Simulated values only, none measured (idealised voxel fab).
Process module in this document: voxel ribs on slabs
This is section cut - it's 285 nm across, gridded in 5 nm square cells.
How to read a cross-section here: the picture is a grid of square cells, written as bands going from the top down, and any band can span one or more rows of cells.
Within each band entry, the heights of the top and of the bottom of the band appear first, in that order and in nm; the materials of the band then follow from left to right, each with its corresponding width in nm. The designation "all across" on a single material indicates that it fills the band from edge to edge; the designation "air" indicates empty space.
Zero point of the height axis is 0; under it, received wafer = one material. Lowest band: continues down indefinitely, "0..down".
So if you see something like "30->40" for the width, read it as the top row of the band sitting at the first number and the bottom row at the second, with every row in between moving by the same amount as the last.
"nothing altered" for a step: no cell of the cross-section changed in that step.
"Enclosed internal voids" - sealed voids, min. 8 cells, no opening to top; format: width x height at distance (distance from left edge; nm throughout).
What comes after the settings on a step's line is commentary from the simulator itself on that step.
overlay nm, on a step with a mask: how far to the right of its planned place the mask lay; to the left if negative
Here's what the planned process steps look like:
step 1: op RECEIVE | material Si
step 2: op DIRECTIONAL_DEP | material SiO2 | thk nm 20
step 3: op DIRECTIONAL_DEP | material polySi | thk nm 25
step 4: op DIRECTIONAL_DEP | material aC | thk nm 15
step 5: op PATTERN | tone cover | mask id RIB | material resist | width nm 20 | thk nm 35 | overlay nm 0
step 6: op DIRECTIONAL_ETCH | etch materials aC | depth nm 15
step 7: op STRIP | etch materials resist
step 8: op DIRECTIONAL_ETCH | etch materials polySi | depth nm 20
step 9: op STRIP | etch materials aC
step 10: op MASKED_ETCH | tone cover | mask id SLAB | width nm 60 | etch materials polySi | depth nm 5 | overlay nm 0
step 11: op FILL_DEP | material SiO2 | thk nm 25
step 12: op CMP | height nm 60
step 13: op DIRECTIONAL_DEP | material W | thk nm 10
step 14: op DIRECTIONAL_DEP | material aC | thk nm 15
step 15: op PATTERN | tone cover | mask id HEATER | material resist | width nm 30 | thk nm 35 | overlay nm 0
step 16: op DIRECTIONAL_ETCH | etch materials aC | depth nm 15
step 17: op STRIP | etch materials resist
step 18: op DIRECTIONAL_ETCH | etch materials W | depth nm 10
step 19: op STRIP | etch materials aC
step 20: op CONFORMAL_DEP | material SiO2 | thk nm 10
Step 1 complete: cross-section of the wafer as received:
    0..down  Si all across
    Enclosed internal voids: none
Wafer cross-section at module end: first of two, run to plan:
    80..70  115 nm air / 50 nm SiO2 / 120 nm air
    70..60  125 nm SiO2 / 30 nm W / 130 nm SiO2
    60..45  SiO2 all across
    45..25  130 nm SiO2 / 20 nm polySi / 135 nm SiO2
    25..20  110 nm SiO2 / 60 nm polySi / 115 nm SiO2
    20..0  SiO2 all across
    0..down  Si all across
    Enclosed internal voids: none
Wafer two, end of module, cross-section. Same start, same plan as wafer one. One mistake in the run:
    70..60  125 nm air / 30 nm W / 130 nm air
    60..45  SiO2 all across
    45..25  130 nm SiO2 / 20 nm polySi / 135 nm SiO2
    25..20  110 nm SiO2 / 60 nm polySi / 115 nm SiO2
    20..0  SiO2 all across
    0..down  Si all across
    Enclosed internal voids: none
It is concluded that the wafer was processed incorrectly with respect to the plan, in that step 20 of the plan was bypassed and not carried out
Per the end-of-run cell counts, the second wafer holds more or fewer of some materials than the first: SiO2 -122
